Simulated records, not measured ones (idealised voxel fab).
The following is a process module called voxel fin reveal.
FYI the section here is cut, 250 nm wide, cells are 5 nm squares.
How to read a cross-section here: the picture is a grid of square cells, written as bands going from the top down, and any band can span one or more rows of cells. Read a band's entry like this: the first values are the height of its top and the height of its bottom in nm, and what follows is the sequence of materials from left to right, each with its width in nm. Note that "blank" is empty space, and that a single material marked "all across" reaches across the band from edge to edge. Note: height 0 marks the level under which the wafer is uniformly one material as received. Lowest band unbounded below, written "from 0 down". The width entry "30 to 40" should be interpreted row by row: the top row of cells in the band takes the first number, the bottom row takes the second number, and the change between adjacent rows is uniform throughout. Where a step carries "no change", the cross-section came out of it unchanged, cell for cell. In "Closed void roster" the enclosed voids are listed, meaning empty spaces of 8 cells or larger without any opening to the top. The form is width x height at distance, distance from the left edge, units nm. Read whatever lies past the settings on a step's line as the simulator's own remark about the step. The "overlay nm" setting may appear on a step's line; for a step that uses a mask, it gives how far to the right of its planned position the mask lay, and a negative value indicates the left.
-- The process steps that were planned are listed below
1,op RECEIVE | material Si
2,op CONFORMAL_DEP | material SiN | thk nm 5
3,op DIRECTIONAL_DEP | material aC | thk nm 15
4,op PATTERN | tone cover | mask id FINS | material resist | width nm 15 | pitch nm 35 | thk nm 30 | overlay nm 0
5,op DIRECTIONAL_ETCH | etch materials aC | depth nm 15
6,op STRIP | etch materials resist
7,op DIRECTIONAL_ETCH | etch materials SiN | depth nm 5
8,op DIRECTIONAL_ETCH | etch materials Si | depth nm 35
9,op STRIP | etch materials aC
10,op OXIDIZE | depth nm 5
11,op FILL_DEP | material SiO2 | thk nm 5
12,op CMP | height nm 5
13,op SELECTIVE_ETCH | etch materials SiO2 | depth nm 20
14,op STRIP | etch materials SiN
15,op CONFORMAL_DEP | material SiO2 | thk nm 5
-- Incoming wafer in cross-section (state: after step 1)
* from 0 down | Si all across
* Closed void roster: none
-- One mistake in running the module, otherwise start and plan as above: cross-section at the end
* from 10 to 5 | 95 of blank  25 of SiO2  10 of blank  25 of SiO2  95 of blank
* from 5 to 0 | 95 of blank  5 of SiO2  15 of SiN  5 of SiO2  10 of blank  5 of SiO2  15 of SiN  5 of SiO2  95 of blank
* from 0 to -5 | 95 of blank  10 of SiO2  5 of Si  10 of SiO2  10 of blank  10 of SiO2  5 of Si  10 of SiO2  95 of blank
* from -5 to -35 | 100 of blank  5 of SiO2  5 of Si  5 of SiO2  20 of blank  5 of SiO2  5 of Si  5 of SiO2  100 of blank
* from -35 to -40 | 105 of SiO2  5 of Si  30 of SiO2  5 of Si  105 of SiO2
* from -40 down | Si all across
* Closed void roster: none
The plan and the run diverged here: step 14 changed vs plan, executed as op STRIP | etch materials SiO2
